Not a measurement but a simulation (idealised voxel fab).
process module | voxel lift off
Xsec cut, 170 nm wide, square cell size 5 nm.
Notation: cross-section as square-cell grid; stated in bands, top first, going down; one or more cell rows per band. Per band: top height and bottom height in nm, followed by the left-to-right materials and their widths in nm; "edge to edge" marks a single material spanning edge to edge, "blank" marks empty space. All heights in this document are referenced to 0, defined as the level beneath which the wafer, as received, consists entirely of one material. The lowest band is not bounded below; it extends indefinitely downward and is written in the form "0 nm and below". Quick explanation for "30 to 40": the width changes in equal steps down the rows of cells, from the first number in the band's top row to the second number in its bottom row. For the purposes of this document, the phrase "nothing was modified" attached to a step denotes that no cell within the cross-section was modified by that step. "Non-vented voids" contains a list of empty spaces, each no smaller than 8 cells and without an open way to the top, written in the form width x height at distance with the distance from the left edge and all three in nm. The remark found on a step's line after its settings is issued by the simulator itself and pertains to that step. The line of a step may include "overlay nm". On a step with a mask, this value is how far to the right of its planned place the mask lay. A negative value means the mask lay to the left.

### Listed below are the process steps as planned
1,RECEIVE, material Si
2,CONFORMAL_DEP, material Al2O3, thk nm 15
3,PATTERN, tone open, mask id LINES, material resist, width nm 25, pitch nm 50, thk nm 30, overlay nm 0
4,DIRECTIONAL_DEP, material Ru, thk nm 15
5,STRIP, etch materials resist
6,CONFORMAL_DEP, material SiN, thk nm 5

### Concerning the first of two wafers, which was run in accordance with the plan

### This is the cross-section of the wafer as we received it, i.e. after step 1
- 0 nm and below  Si edge to edge
- Non-vented voids: none

### after step 2
- 15 nm to 0 nm  Al2O3 edge to edge
- Everything under 0 stays put, no change at all.

### after step 3
- 45 nm to 15 nm  45 nm resist | 25 nm blank | 25 nm resist | 25 nm blank | 50 nm resist
- Everything under 15 stays put, no change at all.

### after step 4
- 60 nm to 45 nm  45 nm Ru | 25 nm blank | 25 nm Ru | 25 nm blank | 50 nm Ru
- 45 nm to 30 nm  45 nm resist | 25 nm blank | 25 nm resist | 25 nm blank | 50 nm resist
- 30 nm to 15 nm  45 nm resist | 25 nm Ru | 25 nm resist | 25 nm Ru | 50 nm resist
- Everything under 15 stays put, no change at all.

### after step 5
- 30 nm to 15 nm  45 nm blank | 25 nm Ru | 25 nm blank | 25 nm Ru | 50 nm blank
- Everything under 15 stays put, no change at all.

### after step 6
- 35 nm to 30 nm  40 nm blank | 35 nm SiN | 15 nm blank | 35 nm SiN | 45 nm blank
- 30 nm to 20 nm  40 nm blank | 5 nm SiN | 25 nm Ru | 5 nm SiN | 15 nm blank | 5 nm SiN | 25 nm Ru | 5 nm SiN | 45 nm blank
- 20 nm to 15 nm  45 nm SiN | 25 nm Ru | 25 nm SiN | 25 nm Ru | 50 nm SiN
- Everything under 15 stays put, no change at all.

### Regarding the second of the two wafers: it shared the first wafer's starting condition and process plan, yet one error occurred during its execution. Its history coincides with that of the first wafer up to and including step 2

### when step 3 should have ended
- 45 nm to 15 nm  50 nm resist | 15 nm blank | 35 nm resist | 15 nm blank | 55 nm resist
- Everything under 15 stays put, no change at all.

### when step 4 should have ended
- 60 nm to 45 nm  50 nm Ru | 15 nm blank | 35 nm Ru | 15 nm blank | 55 nm Ru
- 45 nm to 30 nm  50 nm resist | 15 nm blank | 35 nm resist | 15 nm blank | 55 nm resist
- 30 nm to 15 nm  50 nm resist | 15 nm Ru | 35 nm resist | 15 nm Ru | 55 nm resist
- Everything under 15 stays put, no change at all.

### when step 5 should have ended
- 30 nm to 15 nm  50 nm blank | 15 nm Ru | 35 nm blank | 15 nm Ru | 55 nm blank
- Everything under 15 stays put, no change at all.

### when step 6 should have ended
- 35 nm to 30 nm  45 nm blank | 25 nm SiN | 25 nm blank | 25 nm SiN | 50 nm blank
- 30 nm to 20 nm  45 nm blank | 5 nm SiN | 15 nm Ru | 5 nm SiN | 25 nm blank | 5 nm SiN | 15 nm Ru | 5 nm SiN | 50 nm blank
- 20 nm to 15 nm  50 nm SiN | 15 nm Ru | 35 nm SiN | 15 nm Ru | 55 nm SiN
- Everything under 15 stays put, no change at all.
Finding, execution versus plan: step 3 did not use the planned setting and instead ran as PATTERN, tone open, mask id LINES, material resist, width nm 15, pitch nm 50, thk nm 30, overlay nm 0
Wafer comparison, final, in cells, second relative to first, materials more or fewer: 12 fewer of Ru
